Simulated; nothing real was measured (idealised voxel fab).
process module | voxel self aligned vias
cross-section cut | 225 nm wide | cells 5 nm
A cross-section is a grid of square cells, given in bands from the top down. A band is one or more rows of cells.
Each band's line starts with the height of the band's top and of its bottom, in nm. Then come its materials from left to right, each with its width in nm. One material with "throughout" fills the band from edge to edge. "air" is empty space.
Height 0 is the level under which the wafer as received is all one material. The lowest band goes on downwards, as in "0 down".
A width such as "30 to 40" changes by the same amount from each row of cells to the next, from the band's top row to its bottom row.
"no change" after a step means that no cell of the cross-section changed.
closed voids: empty space of 8 cells or more with no open way to the top, each as width x height at its distance from the left edge, in nm
after a step's settings: what the simulator itself notes on the step
overlay nm, on a step with a mask: how far to the right of its planned place the mask lay; to the left if negative
plan
1 op RECEIVE | material Si
2 op CONFORMAL_DEP | material SiO2 | thk nm 15
3 op CONFORMAL_DEP | material SiCN | thk nm 5
4 op DIRECTIONAL_DEP | material SiO2 | thk nm 30
5 op DIRECTIONAL_DEP | material aC | thk nm 15
6 op PATTERN | tone open | mask id LINES | material resist | width nm 20 | pitch nm 55 | thk nm 30 | overlay nm 0
7 op DIRECTIONAL_ETCH | etch materials aC | depth nm 15
8 op STRIP | etch materials resist
9 op DIRECTIONAL_ETCH | etch materials SiO2 | depth nm 30
10 op STRIP | etch materials aC
11 op CONFORMAL_DEP | material TiN | thk nm 5
12 op FILL_DEP | material Ru | thk nm 5
13 op CMP | height nm 50
14 op SELECTIVE_ETCH | etch materials W Ru TiN | depth nm 5
15 op FILL_DEP | material SiN | thk nm 10
16 op CMP | height nm 50
17 op DIRECTIONAL_DEP | material SiO2 | thk nm 15
18 op PATTERN | tone open | mask id VIAS | material resist | width nm 40 | pitch nm 55 | thk nm 15 | overlay nm 0
19 op DIRECTIONAL_ETCH | etch materials SiO2 | depth nm 15
20 op DIRECTIONAL_ETCH | etch materials SiN | depth nm 5
21 op STRIP | etch materials resist
22 op CONFORMAL_DEP | material TiN | thk nm 5
23 op FILL_DEP | material Cu | thk nm 5
24 op CMP | height nm 65
25 op CONFORMAL_DEP | material SiN | thk nm 5
first wafer, as planned
as received, after step 1
  0 down: Si throughout
  closed voids: none
after step 2
  15 to 0: SiO2 throughout
  below 0: unchanged
after step 3
  20 to 15: SiCN throughout
  below 15: unchanged
after step 4
  50 to 20: SiO2 throughout
  below 20: unchanged
after step 5
  65 to 50: aC throughout
  below 50: unchanged
after step 6
  95 to 65: resist 75 | air 20 | resist 35 | air 20 | resist 75
  below 65: unchanged
after step 7
  80 to 65: resist 75 | air 20 | resist 35 | air 20 | resist 75
  65 to 50: aC 75 | air 20 | aC 35 | air 20 | aC 75
  below 50: unchanged
after step 8
  65 to 50: aC 75 | air 20 | aC 35 | air 20 | aC 75
  below 50: unchanged
after step 9
  65 to 50: aC 75 | air 20 | aC 35 | air 20 | aC 75
  50 to 20: SiO2 75 | air 20 | SiO2 35 | air 20 | SiO2 75
  below 20: unchanged
after step 10
  50 to 20: SiO2 75 | air 20 | SiO2 35 | air 20 | SiO2 75
  below 20: unchanged
after step 11
  55 to 50: TiN 80 | air 10 | TiN 45 | air 10 | TiN 80
  50 to 25: SiO2 75 | TiN 5 | air 10 | TiN 5 | SiO2 35 | TiN 5 | air 10 | TiN 5 | SiO2 75
  25 to 20: SiO2 75 | TiN 20 | SiO2 35 | TiN 20 | SiO2 75
  below 20: unchanged
after step 12
  60 to 55: Ru throughout
  55 to 50: TiN 80 | Ru 10 | TiN 45 | Ru 10 | TiN 80
  50 to 25: SiO2 75 | TiN 5 | Ru 10 | TiN 5 | SiO2 35 | TiN 5 | Ru 10 | TiN 5 | SiO2 75
  below 25: unchanged
after step 13
  50 to 25: SiO2 75 | TiN 5 | Ru 10 | TiN 5 | SiO2 35 | TiN 5 | Ru 10 | TiN 5 | SiO2 75
  below 25: unchanged
after step 14
  50 to 45: SiO2 75 | air 20 | SiO2 35 | air 20 | SiO2 75
  below 45: unchanged
after step 15
  60 to 50: SiN throughout
  50 to 45: SiO2 75 | SiN 20 | SiO2 35 | SiN 20 | SiO2 75
  below 45: unchanged
after step 16
  50 to 45: SiO2 75 | SiN 20 | SiO2 35 | SiN 20 | SiO2 75
  below 45: unchanged
after step 17
  65 to 50: SiO2 throughout
  below 50: unchanged
after step 18
  80 to 65: resist 65 | air 40 | resist 15 | air 40 | resist 65
  below 65: unchanged
after step 19
  80 to 65: resist 65 | air 40 | resist 15 | air 40 | resist 65
  65 to 50: SiO2 65 | air 40 | SiO2 15 | air 40 | SiO2 65
  below 50: unchanged
after step 20
  80 to 65: resist 65 | air 40 | resist 15 | air 40 | resist 65
  65 to 50: SiO2 65 | air 40 | SiO2 15 | air 40 | SiO2 65
  50 to 45: SiO2 75 | air 20 | SiO2 35 | air 20 | SiO2 75
  below 45: unchanged
after step 21
  65 to 50: SiO2 65 | air 40 | SiO2 15 | air 40 | SiO2 65
  below 50: unchanged
after step 22
  70 to 65: TiN 70 | air 30 | TiN 25 | air 30 | TiN 70
  65 to 55: SiO2 65 | TiN 5 | air 30 | TiN 5 | SiO2 15 | TiN 5 | air 30 | TiN 5 | SiO2 65
  55 to 50: SiO2 65 | TiN 15 | air 10 | TiN 15 | SiO2 15 | TiN 15 | air 10 | TiN 15 | SiO2 65
  50 to 45: SiO2 75 | TiN 20 | SiO2 35 | TiN 20 | SiO2 75
  below 45: unchanged
after step 23
  75 to 70: Cu throughout
  70 to 65: TiN 70 | Cu 30 | TiN 25 | Cu 30 | TiN 70
  65 to 55: SiO2 65 | TiN 5 | Cu 30 | TiN 5 | SiO2 15 | TiN 5 | Cu 30 | TiN 5 | SiO2 65
  55 to 50: SiO2 65 | TiN 15 | Cu 10 | TiN 15 | SiO2 15 | TiN 15 | Cu 10 | TiN 15 | SiO2 65
  below 50: unchanged
after step 24
  65 to 55: SiO2 65 | TiN 5 | Cu 30 | TiN 5 | SiO2 15 | TiN 5 | Cu 30 | TiN 5 | SiO2 65
  below 55: unchanged
after step 25
  70 to 65: SiN throughout
  below 65: unchanged
second wafer: like start, like plan, one mistake. Through step 5 it matches the first wafer
when step 6 should have ended
  95 to 65: resist 80 | air 20 | resist 35 | air 20 | resist 70
  below 65: unchanged
when step 7 should have ended
  80 to 65: resist 80 | air 20 | resist 35 | air 20 | resist 70
  65 to 50: aC 80 | air 20 | aC 35 | air 20 | aC 70
  below 50: unchanged
when step 8 should have ended
  65 to 50: aC 80 | air 20 | aC 35 | air 20 | aC 70
  below 50: unchanged
when step 9 should have ended
  65 to 50: aC 80 | air 20 | aC 35 | air 20 | aC 70
  50 to 20: SiO2 80 | air 20 | SiO2 35 | air 20 | SiO2 70
  below 20: unchanged
when step 10 should have ended
  50 to 20: SiO2 80 | air 20 | SiO2 35 | air 20 | SiO2 70
  below 20: unchanged
when step 11 should have ended
  55 to 50: TiN 85 | air 10 | TiN 45 | air 10 | TiN 75
  50 to 25: SiO2 80 | TiN 5 | air 10 | TiN 5 | SiO2 35 | TiN 5 | air 10 | TiN 5 | SiO2 70
  25 to 20: SiO2 80 | TiN 20 | SiO2 35 | TiN 20 | SiO2 70
  below 20: unchanged
when step 12 should have ended
  60 to 55: Ru throughout
  55 to 50: TiN 85 | Ru 10 | TiN 45 | Ru 10 | TiN 75
  50 to 25: SiO2 80 | TiN 5 | Ru 10 | TiN 5 | SiO2 35 | TiN 5 | Ru 10 | TiN 5 | SiO2 70
  below 25: unchanged
when step 13 should have ended
  50 to 25: SiO2 80 | TiN 5 | Ru 10 | TiN 5 | SiO2 35 | TiN 5 | Ru 10 | TiN 5 | SiO2 70
  below 25: unchanged
when step 14 should have ended
  50 to 45: SiO2 80 | air 20 | SiO2 35 | air 20 | SiO2 70
  below 45: unchanged
when step 15 should have ended
  60 to 50: SiN throughout
  50 to 45: SiO2 80 | SiN 20 | SiO2 35 | SiN 20 | SiO2 70
  below 45: unchanged
when step 16 should have ended
  50 to 45: SiO2 80 | SiN 20 | SiO2 35 | SiN 20 | SiO2 70
  below 45: unchanged
when step 17 should have ended
  65 to 50: SiO2 throughout
  below 50: unchanged
when step 18 should have ended
  80 to 65: resist 65 | air 40 | resist 15 | air 40 | resist 65
  below 65: unchanged
when step 19 should have ended
  80 to 65: resist 65 | air 40 | resist 15 | air 40 | resist 65
  65 to 50: SiO2 65 | air 40 | SiO2 15 | air 40 | SiO2 65
  below 50: unchanged
when step 20 should have ended
  80 to 65: resist 65 | air 40 | resist 15 | air 40 | resist 65
  65 to 50: SiO2 65 | air 40 | SiO2 15 | air 40 | SiO2 65
  50 to 45: SiO2 80 | air 20 | SiO2 35 | air 20 | SiO2 70
  below 45: unchanged
when step 21 should have ended
  65 to 50: SiO2 65 | air 40 | SiO2 15 | air 40 | SiO2 65
  below 50: unchanged
when step 22 should have ended
  70 to 65: TiN 70 | air 30 | TiN 25 | air 30 | TiN 70
  65 to 55: SiO2 65 | TiN 5 | air 30 | TiN 5 | SiO2 15 | TiN 5 | air 30 | TiN 5 | SiO2 65
  55 to 50: SiO2 65 | TiN 20 | air 10 | TiN 10 | SiO2 15 | TiN 20 | air 10 | TiN 10 | SiO2 65
  50 to 45: SiO2 80 | TiN 20 | SiO2 35 | TiN 20 | SiO2 70
  below 45: unchanged
when step 23 should have ended
  75 to 70: Cu throughout
  70 to 65: TiN 70 | Cu 30 | TiN 25 | Cu 30 | TiN 70
  65 to 55: SiO2 65 | TiN 5 | Cu 30 | TiN 5 | SiO2 15 | TiN 5 | Cu 30 | TiN 5 | SiO2 65
  55 to 50: SiO2 65 | TiN 20 | Cu 10 | TiN 10 | SiO2 15 | TiN 20 | Cu 10 | TiN 10 | SiO2 65
  below 50: unchanged
when step 24 should have ended
  65 to 55: SiO2 65 | TiN 5 | Cu 30 | TiN 5 | SiO2 15 | TiN 5 | Cu 30 | TiN 5 | SiO2 65
  below 55: unchanged
when step 25 should have ended
  70 to 65: SiN throughout
  below 65: unchanged
what went wrong: step 6 ran as: op PATTERN | tone open | mask id LINES | material resist | width nm 20 | pitch nm 55 | thk nm 30 | overlay nm 5
at the end the second wafer has, in cells: as many of each material as the first, in other places
